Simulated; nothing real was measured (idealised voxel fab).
process module | voxel fin reveal
cross-section cut | 200 nm wide | cells 5 nm
A cross-section is a grid of square cells, given in bands from the top down. A band is one or more rows of cells.
Each band's line starts with the height of the band's top and of its bottom, in nm. Then come its materials from left to right, each with its width in nm. One material with "throughout" fills the band from edge to edge. "air" is empty space.
Height 0 is the level under which the wafer as received is all one material. The lowest band goes on downwards, as in "0 down".
A width such as "30 to 40" changes by the same amount from each row of cells to the next, from the band's top row to its bottom row.
"no change" after a step means that no cell of the cross-section changed.
closed voids: empty space of 8 cells or more with no open way to the top, each as width x height at its distance from the left edge, in nm
after a step's settings: what the simulator itself notes on the step
overlay nm, on a step with a mask: how far to the right of its planned place the mask lay; to the left if negative
plan
1 op RECEIVE | material Si
2 op CONFORMAL_DEP | material SiN | thk nm 5
3 op DIRECTIONAL_DEP | material aC | thk nm 10
4 op PATTERN | tone cover | mask id FINS | material resist | width nm 15 | pitch nm 35 | thk nm 30 | overlay nm 0
5 op DIRECTIONAL_ETCH | etch materials aC | depth nm 10
6 op STRIP | etch materials resist
7 op DIRECTIONAL_ETCH | etch materials SiN | depth nm 5
8 op DIRECTIONAL_ETCH | etch materials Si | depth nm 35
9 op STRIP | etch materials aC
10 op OXIDIZE | depth nm 5
11 op FILL_DEP | material SiO2 | thk nm 5
12 op CMP | height nm 5
13 op SELECTIVE_ETCH | etch materials SiO2 | depth nm 20
14 op STRIP | etch materials SiN
as received, after step 1
  0 down: Si throughout
  closed voids: none
first wafer at the end, as planned
  0 to -15: air 45 | Si 5 | air 30 | Si 5 | air 30 | Si 5 | air 30 | Si 5 | air 45
  -15 to -40: SiO2 45 | Si 5 | SiO2 30 | Si 5 | SiO2 30 | Si 5 | SiO2 30 | Si 5 | SiO2 45
  -40 down: Si throughout
  closed voids: none
second wafer at the end: like start, like plan, one mistake
  0 to -15: air 45 | Si 5 | air 30 | Si 5 | air 30 | Si 5 | air 30 | Si 5 | air 45
  -15 to -20: SiO2 20 | air 25 | Si 5 | air 30 | Si 5 | air 30 | Si 5 | air 30 | Si 5 | air 25 | SiO2 20
  -20 to -40: SiO2 45 | Si 5 | SiO2 30 | Si 5 | SiO2 30 | Si 5 | SiO2 30 | Si 5 | SiO2 45
  -40 down: Si throughout
  closed voids: none
what went wrong: steps 13 and 14 were swapped
at the end the second wafer has, in cells: 28 fewer of SiO2
